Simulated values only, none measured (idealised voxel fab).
Process module heading - voxel released beams
It is cross-section cut that appears here, measuring 250 nm in width, its square cells being 5 nm in size.
Cross-section = grid of square cells, listed top down in bands; band = one or more rows. Heights first: top, then bottom, in nm. Then materials, left to right, each with a width in nm. "edge to edge" on a single material: fills the band edge to edge. "empty": empty space. Height datum 0, below which the as-received substrate wafer is one material. Lowest band open at the bottom, running downward: "0..down". With a width like "30..40", each row of cells in the band differs from the next by the same amount, the top row carrying the first number and the bottom row the second. Given "stayed the same" for a step, no cell of the cross-section differs between before and after that step. The label "Completely sealed voids" introduces a list of the empty spaces, 8 cells or larger, that have no open way up to the top; each entry in it reads width x height at distance, where the distance is taken from the left edge and all three are stated in nm. If you see something after the settings on a step's line, that's the simulator's own remark about that step. If you see "overlay nm" on a step's line and that step has a mask, it's telling you how far right of where it was planned the mask ended up; a negative number means it went left instead.
**List of planned process steps**
| 1 | RECEIVE with material Si |
| 2 | CONFORMAL_DEP with material Al2O3, thk nm 10 |
| 3 | DIRECTIONAL_DEP with material SiO2, thk nm 15 |
| 4 | DIRECTIONAL_DEP with material aC, thk nm 15 |
| 5 | PATTERN with tone open, mask id ANCHOR, material resist, width nm 35, thk nm 35, overlay nm 0 |
| 6 | DIRECTIONAL_ETCH with etch materials aC, depth nm 15 |
| 7 | STRIP with etch materials resist |
| 8 | DIRECTIONAL_ETCH with etch materials SiO2, depth nm 15 |
| 9 | STRIP with etch materials aC |
| 10 | CONFORMAL_DEP with material W, thk nm 10 |
| 11 | DIRECTIONAL_DEP with material aC, thk nm 10 |
| 12 | PATTERN with tone cover, mask id BEAM, material resist, width nm 95, thk nm 25, overlay nm 0 |
| 13 | DIRECTIONAL_ETCH with etch materials aC, depth nm 10 |
| 14 | STRIP with etch materials resist |
| 15 | DIRECTIONAL_ETCH with etch materials W, depth nm 10 |
| 16 | STRIP with etch materials aC |
| 17 | STRIP with etch materials SiO2 |
**Wafer as received: cross-section following step 1**
0..down = Si edge to edge
Completely sealed voids: none
**The cross-section shown corresponds to the wafer at the conclusion of the module. The initial structure and the process plan are those presented above; however, one mistake occurred in executing the plan**
35..25 = 75 of empty, 10 of W, 25 of empty, 60 of W, 80 of empty
25..20 = 75 of empty, 10 of W, 25 of empty, 10 of W, 130 of empty
20..10 = 75 of empty, 45 of W, 130 of empty
10..0 = Al2O3 edge to edge
0..down = Si edge to edge
Completely sealed voids: none
Deviation from plan: step 5 off recipe, ran as PATTERN with tone open, mask id ANCHOR, material resist, width nm 45, thk nm 35, overlay nm 0
